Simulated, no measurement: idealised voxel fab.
The process module that follows is named voxel gate over fins.
Cross-section cut: width 170 nm, square cells of 5 nm.
In what follows, cross-sections appear as grids of square cells, described through bands that run from the top down, where every band is one or more rows of cells.
Per band: top height and bottom height in nm, followed by the left-to-right materials and their widths in nm; "throughout" marks a single material spanning edge to edge, "blank" marks empty space.
We count height from 0. Below that, the starting wafer is all one material. The lowest band never ends at the bottom but goes on down; see "0..down" for how that is written.
So if you see something like "30..40" for the width, read it as the top row of the band sitting at the first number and the bottom row at the second, with every row in between moving by the same amount as the last.
Step marked "nothing altered"? Then no cell in the cross-section changed in it.
The entry "Completely sealed voids" lists the empty spaces that cover at least 8 cells and have no open path to the top. Each is written as width x height at distance, where the distance is measured from the left edge and all three values are in nm.
Whatever follows a step's settings on its line is a remark the simulator itself makes about that step.
For masked steps, "overlay nm" on the step line gives how far right of plan the mask actually lay; a minus sign means it lay to the left.
# The process steps that were planned are listed below
step 1: RECEIVE, material Si
step 2: CONFORMAL_DEP, material SiN, thk nm 5
step 3: MASKED_ETCH, tone cover, mask id FINS, width nm 15, pitch nm 60, etch materials SiN, depth nm 5, overlay nm 0
step 4: MASKED_ETCH, tone cover, mask id FINS, width nm 15, pitch nm 60, etch materials Si, depth nm 40, overlay nm 0
step 5: FILL_DEP, material SiO2, thk nm 10
step 6: CMP, height nm 5
step 7: DIRECTIONAL_DEP, material aC, thk nm 10
step 8: PATTERN, tone open, mask id RAIL, material resist, width nm 15, thk nm 25, overlay nm 0
step 9: DIRECTIONAL_ETCH, etch materials aC, depth nm 10
step 10: STRIP, etch materials resist
step 11: DIRECTIONAL_ETCH, etch materials SiO2, depth nm 40
step 12: STRIP, etch materials aC
step 13: CONFORMAL_DEP, material TiN, thk nm 5
step 14: FILL_DEP, material Ru, thk nm 5
step 15: CMP, height nm 5
step 16: SELECTIVE_ETCH, etch materials W Ru TiN, depth nm 20
step 17: FILL_DEP, material SiO2, thk nm 5
step 18: CMP, height nm 5
step 19: SELECTIVE_ETCH, etch materials SiO2, depth nm 15
step 20: STRIP, etch materials SiN
step 21: CONFORMAL_DEP, material HfO2, thk nm 5
step 22: CONFORMAL_DEP, material TiN, thk nm 5
step 23: FILL_DEP, material W, thk nm 15
step 24: CMP, height nm 20
step 25: CONFORMAL_DEP, material SiCN, thk nm 10
# First of two wafers: run as planned
# So this is the incoming wafer in cross-section - it's already been through step 1
  0..down: Si throughout
  Completely sealed voids: none
# Wafer after step 2 (cross-section)
  5..0: SiN throughout
  Heights below 0 show no change.
# Wafer after step 3 (cross-section)
  5..0: blank 45 nm, SiN 15 nm, blank 45 nm, SiN 15 nm, blank 50 nm
  Heights below 0 show no change.
# Wafer after step 4 (cross-section)
  5..0: blank 45 nm, SiN 15 nm, blank 45 nm, SiN 15 nm, blank 50 nm
  0..-40: blank 45 nm, Si 15 nm, blank 45 nm, Si 15 nm, blank 50 nm
  Heights below -40 show no change.
# Wafer after step 5 (cross-section)
  15..5: SiO2 throughout
  5..0: SiO2 45 nm, SiN 15 nm, SiO2 45 nm, SiN 15 nm, SiO2 50 nm
  0..-40: SiO2 45 nm, Si 15 nm, SiO2 45 nm, Si 15 nm, SiO2 50 nm
  Heights below -40 show no change.
# Wafer after step 6 (cross-section)
  5..0: SiO2 45 nm, SiN 15 nm, SiO2 45 nm, SiN 15 nm, SiO2 50 nm
  Heights below 0 show no change.
# Wafer after step 7 (cross-section)
  15..5: aC throughout
  Heights below 5 show no change.
# Wafer after step 8 (cross-section)
  40..15: resist 75 nm, blank 15 nm, resist 80 nm
  Heights below 15 show no change.
# Wafer after step 9 (cross-section)
  30..15: resist 75 nm, blank 15 nm, resist 80 nm
  15..5: aC 75 nm, blank 15 nm, aC 80 nm
  Heights below 5 show no change.
# Wafer after step 10 (cross-section)
  15..5: aC 75 nm, blank 15 nm, aC 80 nm
  Heights below 5 show no change.
# Wafer after step 11 (cross-section)
  15..5: aC 75 nm, blank 15 nm, aC 80 nm
  5..0: SiO2 45 nm, SiN 15 nm, SiO2 15 nm, blank 15 nm, SiO2 15 nm, SiN 15 nm, SiO2 50 nm
  0..-35: SiO2 45 nm, Si 15 nm, SiO2 15 nm, blank 15 nm, SiO2 15 nm, Si 15 nm, SiO2 50 nm
  Heights below -35 show no change.
# Wafer after step 12 (cross-section)
  5..0: SiO2 45 nm, SiN 15 nm, SiO2 15 nm, blank 15 nm, SiO2 15 nm, SiN 15 nm, SiO2 50 nm
  Heights below 0 show no change.
# Wafer after step 13 (cross-section)
  10..5: TiN 80 nm, blank 5 nm, TiN 85 nm
  5..0: SiO2 45 nm, SiN 15 nm, SiO2 15 nm, TiN 5 nm, blank 5 nm, TiN 5 nm, SiO2 15 nm, SiN 15 nm, SiO2 50 nm
  0..-30: SiO2 45 nm, Si 15 nm, SiO2 15 nm, TiN 5 nm, blank 5 nm, TiN 5 nm, SiO2 15 nm, Si 15 nm, SiO2 50 nm
  -30..-35: SiO2 45 nm, Si 15 nm, SiO2 15 nm, TiN 15 nm, SiO2 15 nm, Si 15 nm, SiO2 50 nm
  Heights below -35 show no change.
# Wafer after step 14 (cross-section)
  15..10: Ru throughout
  10..5: TiN 80 nm, Ru 5 nm, TiN 85 nm
  5..0: SiO2 45 nm, SiN 15 nm, SiO2 15 nm, TiN 5 nm, Ru 5 nm, TiN 5 nm, SiO2 15 nm, SiN 15 nm, SiO2 50 nm
  0..-30: SiO2 45 nm, Si 15 nm, SiO2 15 nm, TiN 5 nm, Ru 5 nm, TiN 5 nm, SiO2 15 nm, Si 15 nm, SiO2 50 nm
  Heights below -30 show no change.
# Wafer after step 15 (cross-section)
  5..0: SiO2 45 nm, SiN 15 nm, SiO2 15 nm, TiN 5 nm, Ru 5 nm, TiN 5 nm, SiO2 15 nm, SiN 15 nm, SiO2 50 nm
  Heights below 0 show no change.
# Wafer after step 16 (cross-section)
  5..0: SiO2 45 nm, SiN 15 nm, SiO2 15 nm, blank 15 nm, SiO2 15 nm, SiN 15 nm, SiO2 50 nm
  0..-15: SiO2 45 nm, Si 15 nm, SiO2 15 nm, blank 15 nm, SiO2 15 nm, Si 15 nm, SiO2 50 nm
  Heights below -15 show no change.
# Wafer after step 17 (cross-section)
  10..5: SiO2 throughout
  5..0: SiO2 45 nm, SiN 15 nm, SiO2 45 nm, SiN 15 nm, SiO2 50 nm
  0..-15: SiO2 45 nm, Si 15 nm, SiO2 45 nm, Si 15 nm, SiO2 50 nm
  Heights below -15 show no change.
# Wafer after step 18 (cross-section)
  5..0: SiO2 45 nm, SiN 15 nm, SiO2 45 nm, SiN 15 nm, SiO2 50 nm
  Heights below 0 show no change.
# Wafer after step 19 (cross-section)
  5..0: blank 45 nm, SiN 15 nm, blank 45 nm, SiN 15 nm, blank 50 nm
  0..-10: blank 45 nm, Si 15 nm, blank 45 nm, Si 15 nm, blank 50 nm
  Heights below -10 show no change.
# Wafer after step 20 (cross-section)
  0..-10: blank 45 nm, Si 15 nm, blank 45 nm, Si 15 nm, blank 50 nm
  Heights below -10 show no change.
# Wafer after step 21 (cross-section)
  5..0: blank 40 nm, HfO2 25 nm, blank 35 nm, HfO2 25 nm, blank 45 nm
  0..-5: blank 40 nm, HfO2 5 nm, Si 15 nm, HfO2 5 nm, blank 35 nm, HfO2 5 nm, Si 15 nm, HfO2 5 nm, blank 45 nm
  -5..-10: HfO2 45 nm, Si 15 nm, HfO2 45 nm, Si 15 nm, HfO2 50 nm
  Heights below -10 show no change.
# Wafer after step 22 (cross-section)
  10..5: blank 35 nm, TiN 35 nm, blank 25 nm, TiN 35 nm, blank 40 nm
  5..0: blank 35 nm, TiN 5 nm, HfO2 25 nm, TiN 5 nm, blank 25 nm, TiN 5 nm, HfO2 25 nm, TiN 5 nm, blank 40 nm
  0..-5: TiN 40 nm, HfO2 5 nm, Si 15 nm, HfO2 5 nm, TiN 35 nm, HfO2 5 nm, Si 15 nm, HfO2 5 nm, TiN 45 nm
  Heights below -5 show no change.
# Wafer after step 23 (cross-section)
  25..10: W throughout
  10..5: W 35 nm, TiN 35 nm, W 25 nm, TiN 35 nm, W 40 nm
  5..0: W 35 nm, TiN 5 nm, HfO2 25 nm, TiN 5 nm, W 25 nm, TiN 5 nm, HfO2 25 nm, TiN 5 nm, W 40 nm
  Heights below 0 show no change.
# Wafer after step 24 (cross-section)
  20..10: W throughout
  Heights below 10 show no change.
# Wafer after step 25 (cross-section)
  30..20: SiCN throughout
  Heights below 20 show no change.
# Second wafer, same starting state and plan as the first, one mistake in the run, identical through step 22
# Here is the second wafer in cross-section at the point where step 23 of the plan should have been done
  25..10: aC throughout
  10..5: aC 35 nm, TiN 35 nm, aC 25 nm, TiN 35 nm, aC 40 nm
  5..0: aC 35 nm, TiN 5 nm, HfO2 25 nm, TiN 5 nm, aC 25 nm, TiN 5 nm, HfO2 25 nm, TiN 5 nm, aC 40 nm
  Heights below 0 show no change.
# Here is the second wafer in cross-section at the point where step 24 of the plan should have been done
  20..10: aC throughout
  Heights below 10 show no change.
# Here is the second wafer in cross-section at the point where step 25 of the plan should have been done
  30..20: SiCN throughout
  Heights below 20 show no change.
In executing the process, a mistake was made relative to the plan: step 23 ran with different settings than intended, the actual operation and settings being FILL_DEP, material aC, thk nm 15
Bottom line after processing is that, in cells, the second wafer is up or down on some materials versus the first: -108 W | +108 aC
